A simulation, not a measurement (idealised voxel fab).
voxel trench capacitor: a process module
It is cross-section cut that appears here, measuring 270 nm in width, its square cells being 5 nm in size.
For the purposes of this document, a cross-section shall be understood as a grid of square cells, specified as bands listed in top-to-bottom order, each band consisting of one or more rows of cells.
The band entry comprises the height of the band's top followed by the height of its bottom, expressed in nm, and subsequently the band's materials from left to right, each stated together with its width in nm. Where a single material is marked with the word "all across", that material fills the band from edge to edge. The word "air" represents empty space.
Heights are measured from 0, the level below which the as-received wafer is all one material; the lowest band has no bottom and continues downward, written as in "from 0 down".
The expression "30->40" gives the width at the extremes of the band, the first number at its top row of cells and the second at its bottom row, with the width changing by equal amounts from each row to the next in between.
"nothing was modified" after a step means that no cell of the cross-section changed.
"Unvented voids" - sealed voids, min. 8 cells, no opening to top; format: width x height at distance (distance from left edge; nm throughout).
Heads up: the bit after the settings on a step's line is the simulator's remark on that step.
The setting "overlay nm" may be written on the line of a step. When the step uses a mask, the value reports how far to the right of the planned place the mask lay, and a negative value reports that it lay to the left.

-- The planned process steps are enumerated hereunder
1,RECEIVE with material Si
2,CONFORMAL_DEP with material SiN, thk nm 5
3,DIRECTIONAL_DEP with material aC, thk nm 15
4,PATTERN with tone open, mask id TRENCH, material resist, width nm 15, pitch nm 30, thk nm 35, overlay nm 0
5,DIRECTIONAL_ETCH with etch materials aC, depth nm 15
6,STRIP with etch materials resist
7,DIRECTIONAL_ETCH with etch materials SiN, depth nm 5
8,DIRECTIONAL_ETCH with etch materials Si, depth nm 35
9,STRIP with etch materials aC
10,CONFORMAL_DEP with material SiO2, thk nm 5
11,FILL_DEP with material polySi, thk nm 10
12,CMP with height nm -5
Among the wafers covered here, the point of difference is the height nm at step 12; their starting state is shared, and the plan presents the value of the first wafer.

-- So this is the first of several wafers, cross-sectioned as it came to us, meaning it's at the end of step 1
> from 0 down = Si all across
> Unvented voids: none

-- Per wafer (row), end of module: delta in cells per material since receipt, (+) for gained, (-) for lost; closed voids after that
height nm -5; -108 Si; +39 SiO2; +15 polySi; Unvented voids: none
height nm 0; -63 Si; +45 SiO2; +18 polySi; Unvented voids: none
height nm 5; -63 Si; +45 SiN; +51 SiO2; +21 polySi; Unvented voids: none
height nm 10; -63 Si; +45 SiN; +102 SiO2; +24 polySi; Unvented voids: none
height nm 15; -63 Si; +45 SiN; +102 SiO2; +78 polySi; Unvented voids: none
height nm 20; -63 Si; +45 SiN; +102 SiO2; +132 polySi; Unvented voids: none
